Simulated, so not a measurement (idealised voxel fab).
Title: Process Module voxel local oxidation
Square cell edge 5 nm, section width 240 nm, ID cut.
Reading order for cross-sections: top band down to bottom band. Underlying form: a grid of square cells. Band size: one or more rows of cells. Top, bottom (nm), then materials left to right with widths (nm); lone material tagged "all across" fills the whole band edge to edge; "blank" = empty space. It should be noted that heights are counted from 0, beneath which the wafer as supplied is of one material throughout, and that the lowest band possesses no lower boundary but continues downward, as written in "0 nm and below". Width: "30 to 40" (first number = top row, second number = bottom row, same change from row to row of cells). The designation "identical to before", where it is given for a processing step, indicates that no cell of the cross-section was altered in the course of that step. Reported under the label "Closed internal voids" are the empty spaces having no open way to the top and comprising 8 cells or more; the notation for each is width x height at distance, in which the distance is measured from the left edge and all three values are in nm. Heads up: the bit after the settings on a step's line is the simulator's remark on that step. For masked steps, "overlay nm" on the step line gives how far right of plan the mask actually lay; a minus sign means it lay to the left.

Plan:
1 RECEIVE (material Si)
2 CONFORMAL_DEP (material SiO2; thk nm 5)
3 CONFORMAL_DEP (material SiN; thk nm 10)
4 PATTERN (tone cover; mask id ACTIVE; material resist; width nm 95; thk nm 15; overlay nm 0)
5 DIRECTIONAL_ETCH (etch materials SiN; depth nm 10)
6 STRIP (etch materials resist)
7 SELECTIVE_ETCH (etch materials SiO2; depth nm 5)
8 OXIDIZE (depth nm 10)
9 STRIP (etch materials SiN)

The cross-section here shows the wafer as received, i.e. in its state after step 1:
0 nm and below = Si all across
Closed internal voids: none

First of two wafers: cross-section at end of module, run per plan:
5 nm to 0 nm = blank (75); SiO2 (85); blank (80)
0 nm to -10 nm = SiO2 (85); Si (65); SiO2 (90)
-10 nm and below = Si all across
Closed internal voids: none

The second wafer, shown in cross-section after the module: started the same way as the first and given the same plan, yet one mistake crept into how it was run:
5 nm to 0 nm = blank (70); SiO2 (85); blank (85)
0 nm to -10 nm = SiO2 (80); Si (65); SiO2 (95)
-10 nm and below = Si all across
Closed internal voids: none
Nonconformance to the process plan: contrary to plan, step 4 was performed as PATTERN (tone cover; mask id ACTIVE; material resist; width nm 95; thk nm 15; overlay nm -5)
The concluding comparison shows that, measured in cells, each material is equally abundant on both wafers, albeit at different positions.
